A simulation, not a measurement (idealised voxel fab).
This is a process module. Its name is voxel air gaps.
For reference, the cross-section in this document is cut, with width 200 nm and square cells of 5 nm.
This document writes a cross-section as a grid whose cells are square, and gives it as bands, listed from the top down; one or more rows of cells form a band. Each band's line starts with the height of the band's top and of its bottom, in nm. Then come its materials from left to right, each with its width in nm. One material with "full width" fills the band from edge to edge. "air" is empty space. Heights are expressed relative to 0, this being the level below which the as-received wafer comprises one material exclusively. The lowest band is unbounded in the downward direction and is denoted as in "top 0, no bottom". Top row gets the first number, bottom row gets the second, and each row in between changes by the same step: that is how a band width like "30 to 40" works. Where a step carries "no modifications", the cross-section came out of it unchanged, cell for cell. In the "Enclosed void inventory" entry, you get each enclosed empty space of 8 cells or more, one with no open way to the top, written width x height at distance, distance from the left edge, in nm. Note: text after step settings on the step line = simulator remark on that step. Among the settings permitted on a step's line is "overlay nm"; applied to a step with a mask, it specifies the extent to which the mask lay to the right of its planned position, whereas a negative figure signifies a position to the left.

# These are the steps we planned for the process
1 RECEIVE, material Si
2 CONFORMAL_DEP, material SiO2, thk nm 15
3 CONFORMAL_DEP, material SiN, thk nm 5
4 DIRECTIONAL_DEP, material SiO2, thk nm 35
5 DIRECTIONAL_DEP, material aC, thk nm 15
6 PATTERN, tone open, mask id LINES, material resist, width nm 15, pitch nm 40, thk nm 35, overlay nm 0
7 DIRECTIONAL_ETCH, etch materials aC, depth nm 15
8 STRIP, etch materials resist
9 DIRECTIONAL_ETCH, etch materials SiO2, depth nm 35
10 STRIP, etch materials aC
11 CONFORMAL_DEP, material TiN, thk nm 5
12 FILL_DEP, material W, thk nm 5
13 CMP, height nm 55
14 EPI, material Ru, thk nm 10
15 SELECTIVE_ETCH, etch materials SiO2, depth nm 45
16 CONFORMAL_DEP, material SiCN, thk nm 5

# As-received state of the wafer in cross-section, equivalent to post-step 1
top 0, no bottom: Si full width
Enclosed void inventory: none

# End state of the module in cross-section, given the above starting point and plan and one mistake in execution
top 70, bottom 65: 45 air, then 125 SiCN, then 30 air
top 65, bottom 55: 45 air, then 5 SiCN, then 35 Ru, then 5 SiCN, then 35 Ru, then 5 SiCN, then 35 Ru, then 5 SiCN, then 30 air
top 55, bottom 50: 45 air, then 15 SiCN, then 5 TiN, then 5 W, then 5 TiN, then 25 SiCN, then 5 TiN, then 5 W, then 5 TiN, then 25 SiCN, then 5 TiN, then 5 W, then 5 TiN, then 15 SiCN, then 30 air
top 50, bottom 25: 55 air, then 5 SiCN, then 5 TiN, then 5 W, then 5 TiN, then 5 SiCN, then 15 air, then 5 SiCN, then 5 TiN, then 5 W, then 5 TiN, then 5 SiCN, then 15 air, then 5 SiCN, then 5 TiN, then 5 W, then 5 TiN, then 5 SiCN, then 40 air
top 25, bottom 20: 60 SiCN, then 15 TiN, then 25 SiCN, then 15 TiN, then 25 SiCN, then 15 TiN, then 45 SiCN
top 20, bottom 15: SiN full width
top 15, bottom 0: SiO2 full width
top 0, no bottom: Si full width
Enclosed void inventory: 15 x 25 at 80; 15 x 25 at 120
Finding, execution versus plan: note that step 6 departed from the planned setting and was carried out as PATTERN, tone open, mask id LINES, material resist, width nm 15, pitch nm 40, thk nm 35, overlay nm 10
